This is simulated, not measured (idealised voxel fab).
process module | voxel ribs on slabs
cross-section cut | 185 nm wide | cells 5 nm
A cross-section is a grid of square cells, given in bands from the top down. A band is one or more rows of cells.
Each band's line starts with the height of the band's top and of its bottom, in nm. Then come its materials from left to right, each with its width in nm. One material with "throughout" fills the band from edge to edge. "air" is empty space.
Height 0 is the level under which the wafer as received is all one material. The lowest band goes on downwards, as in "0 down".
A width such as "30 to 40" changes by the same amount from each row of cells to the next, from the band's top row to its bottom row.
"no change" after a step means that no cell of the cross-section changed.
closed voids: empty space of 8 cells or more with no open way to the top, each as width x height at its distance from the left edge, in nm
after a step's settings: what the simulator itself notes on the step
overlay nm, on a step with a mask: how far to the right of its planned place the mask lay; to the left if negative
plan
1 op RECEIVE | material Si
2 op DIRECTIONAL_DEP | material SiO2 | thk nm 30
3 op DIRECTIONAL_DEP | material SiN | thk nm 15
4 op DIRECTIONAL_DEP | material aC | thk nm 15
5 op PATTERN | tone cover | mask id RIB | material resist | width nm 30 | thk nm 35 | overlay nm 0
6 op DIRECTIONAL_ETCH | etch materials aC | depth nm 15
7 op STRIP | etch materials resist
8 op DIRECTIONAL_ETCH | etch materials SiN | depth nm 5
9 op STRIP | etch materials aC
10 op DIRECTIONAL_DEP | material aC | thk nm 10
11 op PATTERN | tone cover | mask id SLAB | material resist | width nm 80 | thk nm 30 | overlay nm 0
12 op DIRECTIONAL_ETCH | etch materials aC | depth nm 10
13 op STRIP | etch materials resist
14 op DIRECTIONAL_ETCH | etch materials SiN | depth nm 10
15 op STRIP | etch materials aC
16 op FILL_DEP | material SiO2 | thk nm 15
17 op CMP | height nm 55
18 op DIRECTIONAL_DEP | material W | thk nm 10
19 op MASKED_ETCH | tone cover | mask id HEATER | width nm 40 | etch materials W | depth nm 10 | overlay nm 0
20 op CONFORMAL_DEP | material SiN | thk nm 10
first wafer, as planned
as received, after step 1
  0 down: Si throughout
  closed voids: none
after step 2
  30 to 0: SiO2 throughout
  below 0: unchanged
after step 3
  45 to 30: SiN throughout
  below 30: unchanged
after step 4
  60 to 45: aC throughout
  below 45: unchanged
after step 5
  95 to 60: air 75 | resist 30 | air 80
  below 60: unchanged
after step 6
  80 to 60: air 75 | resist 30 | air 80
  60 to 45: air 75 | aC 30 | air 80
  below 45: unchanged
after step 7
  60 to 45: air 75 | aC 30 | air 80
  below 45: unchanged
after step 8
  60 to 45: air 75 | aC 30 | air 80
  45 to 40: air 75 | SiN 30 | air 80
  below 40: unchanged
after step 9
  45 to 40: air 75 | SiN 30 | air 80
  below 40: unchanged
after step 10
  55 to 50: air 75 | aC 30 | air 80
  50 to 45: aC throughout
  45 to 40: aC 75 | SiN 30 | aC 80
  below 40: unchanged
after step 11
  85 to 55: air 50 | resist 80 | air 55
  55 to 50: air 50 | resist 25 | aC 30 | resist 25 | air 55
  below 50: unchanged
after step 12
  75 to 55: air 50 | resist 80 | air 55
  55 to 50: air 50 | resist 25 | aC 30 | resist 25 | air 55
  50 to 45: air 50 | aC 80 | air 55
  45 to 40: air 50 | aC 25 | SiN 30 | aC 25 | air 55
  below 40: unchanged
after step 13
  55 to 45: air 75 to 50 | aC 30 to 80 | air 80 to 55
  below 45: unchanged
after step 14
  55 to 45: air 75 to 50 | aC 30 to 80 | air 80 to 55
  45 to 40: air 50 | aC 25 | SiN 30 | aC 25 | air 55
  40 to 30: air 50 | SiN 80 | air 55
  below 30: unchanged
after step 15
  45 to 40: air 75 | SiN 30 | air 80
  below 40: unchanged
after step 16
  60 to 45: SiO2 throughout
  45 to 40: SiO2 75 | SiN 30 | SiO2 80
  40 to 30: SiO2 50 | SiN 80 | SiO2 55
  below 30: unchanged
after step 17
  55 to 45: SiO2 throughout
  below 45: unchanged
after step 18
  65 to 55: W throughout
  below 55: unchanged
after step 19
  65 to 55: air 70 | W 40 | air 75
  below 55: unchanged
after step 20
  75 to 65: air 60 | SiN 60 | air 65
  65 to 55: SiN 70 | W 40 | SiN 75
  below 55: unchanged
second wafer: like start, like plan, one mistake. Through step 10 it matches the first wafer
when step 11 should have ended
  85 to 55: resist 50 | air 80 | resist 55
  55 to 50: resist 50 | air 25 | aC 30 | air 25 | resist 55
  below 50: unchanged
when step 12 should have ended
  75 to 50: resist 50 | air 80 | resist 55
  50 to 45: aC 50 | air 80 | aC 55
  45 to 40: aC 50 | air 25 | SiN 30 | air 25 | aC 55
  below 40: unchanged
when step 13 should have ended
  50 to 45: aC 50 | air 80 | aC 55
  below 45: unchanged
when step 14 should have ended
  50 to 40: aC 50 | air 80 | aC 55
  40 to 35: SiN 50 | air 80 | SiN 55
  35 to 30: SiN 50 | air 25 | SiN 30 | air 25 | SiN 55
  below 30: unchanged
when step 15 should have ended
  40 to 35: SiN 50 | air 80 | SiN 55
  below 35: unchanged
when step 16 should have ended
  55 to 40: SiO2 throughout
  40 to 35: SiN 50 | SiO2 80 | SiN 55
  35 to 30: SiN 50 | SiO2 25 | SiN 30 | SiO2 25 | SiN 55
  below 30: unchanged
when step 17 should have ended: no change
when step 18 should have ended
  65 to 55: W throughout
  below 55: unchanged
when step 19 should have ended
  65 to 55: air 70 | W 40 | air 75
  below 55: unchanged
when step 20 should have ended
  75 to 65: air 60 | SiN 60 | air 65
  65 to 55: SiN 70 | W 40 | SiN 75
  below 55: unchanged
what went wrong: step 11 ran as: op PATTERN | tone open | mask id SLAB | material resist | width nm 80 | thk nm 30 | overlay nm 0
at the end the second wafer has, in cells: 10 more of SiN | 10 fewer of SiO2
